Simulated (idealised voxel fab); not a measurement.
Process module, titled voxel wiring stack
Square cells of 5 nm make up the cross-section cut, whose width is 180 nm.
Cross-section layout: square cells on a grid; listed as bands, top to bottom; a band spans one or more cell rows. A band entry consists of two parts. The first gives the height of the band's top and the height of its bottom, in nm. The rest lists the band's materials from left to right, each with its width in nm. A single material labelled with the word "all across" fills the band from edge to edge, and the word "empty" marks empty space. We count height from 0. Below that, the starting wafer is all one material. The lowest band never ends at the bottom but goes on down; see "from 0 down" for how that is written. You'd read "30..40" like this: the band's top row of cells is as wide as the first number, its bottom row is as wide as the second, and going down, every row changes width by the same amount as the row before did. Key: "nothing changed" - step with no changed cell in the cross-section. Basically, "Sealed internal cavities" tells you about the enclosed voids: empty spaces with no open way to the top, 8 cells or bigger, each written width x height at distance, where distance is from the left edge, all in nm. Post-settings text on a step line: simulator's own remark regarding the step. What "overlay nm" on a step's line means: if the step has a mask, that mask lay this far to the right of its planned place, or, when the value is negative, to the left.
**Planned step list for the process**
| 1 | RECEIVE [material Si] |
| 2 | CONFORMAL_DEP [material SiO2] [thk nm 10] |
| 3 | DIRECTIONAL_DEP [material TiN] [thk nm 5] |
| 4 | DIRECTIONAL_DEP [material W] [thk nm 15] |
| 5 | DIRECTIONAL_DEP [material aC] [thk nm 15] |
| 6 | PATTERN [tone cover] [mask id METAL_1] [material resist] [width nm 20] [pitch nm 45] [thk nm 30] [overlay nm 0] |
| 7 | DIRECTIONAL_ETCH [etch materials aC] [depth nm 15] |
| 8 | STRIP [etch materials resist] |
| 9 | DIRECTIONAL_ETCH [etch materials W] [depth nm 15] |
| 10 | DIRECTIONAL_ETCH [etch materials TiN] [depth nm 5] |
| 11 | STRIP [etch materials aC] |
| 12 | FILL_DEP [material SiO2] [thk nm 10] |
| 13 | CMP [height nm 30] |
| 14 | CONFORMAL_DEP [material SiCN] [thk nm 5] |
| 15 | DIRECTIONAL_DEP [material lowk] [thk nm 35] |
| 16 | DIRECTIONAL_DEP [material aC] [thk nm 15] |
| 17 | PATTERN [tone open] [mask id METAL_2_HOLES] [material resist] [width nm 15] [thk nm 35] [overlay nm 0] |
| 18 | DIRECTIONAL_ETCH [etch materials aC] [depth nm 15] |
| 19 | STRIP [etch materials resist] |
| 20 | DIRECTIONAL_ETCH [etch materials lowk] [depth nm 35] |
| 21 | STRIP [etch materials aC] |
| 22 | DIRECTIONAL_DEP [material aC] [thk nm 15] |
| 23 | PATTERN [tone open] [mask id METAL_2] [material resist] [width nm 20] [pitch nm 45] [thk nm 30] [overlay nm 0] |
| 24 | DIRECTIONAL_ETCH [etch materials aC] [depth nm 15] |
| 25 | STRIP [etch materials resist] |
| 26 | DIRECTIONAL_ETCH [etch materials lowk] [depth nm 20] |
| 27 | DIRECTIONAL_ETCH [etch materials SiCN] [depth nm 5] |
| 28 | STRIP [etch materials aC] |
| 29 | CONFORMAL_DEP [material TiN] [thk nm 5] |
| 30 | FILL_DEP [material Cu] [thk nm 5] |
| 31 | CMP [height nm 70] |
| 32 | CONFORMAL_DEP [material SiN] [thk nm 5] |
**Incoming wafer in cross-section (state: after step 1)**
	from 0 down: Si all across
	Sealed internal cavities: none
**Look at the cross-section after the module: the wafer started out the way shown above and the plan was the one shown above, yet one mistake was made along the way**
	from 75 to 70: SiN all across
	from 70 to 65: 55 SiCN / 20 TiN / 25 SiCN / 20 TiN / 60 SiCN
	from 65 to 30: lowk all across
	from 30 to 15: 55 SiO2 / 20 W / 25 SiO2 / 20 W / 60 SiO2
	from 15 to 10: 55 SiO2 / 20 TiN / 25 SiO2 / 20 TiN / 60 SiO2
	from 10 to 0: SiO2 all across
	from 0 down: Si all across
	Sealed internal cavities: none
Deviation from plan: steps 14 and 15 were swapped
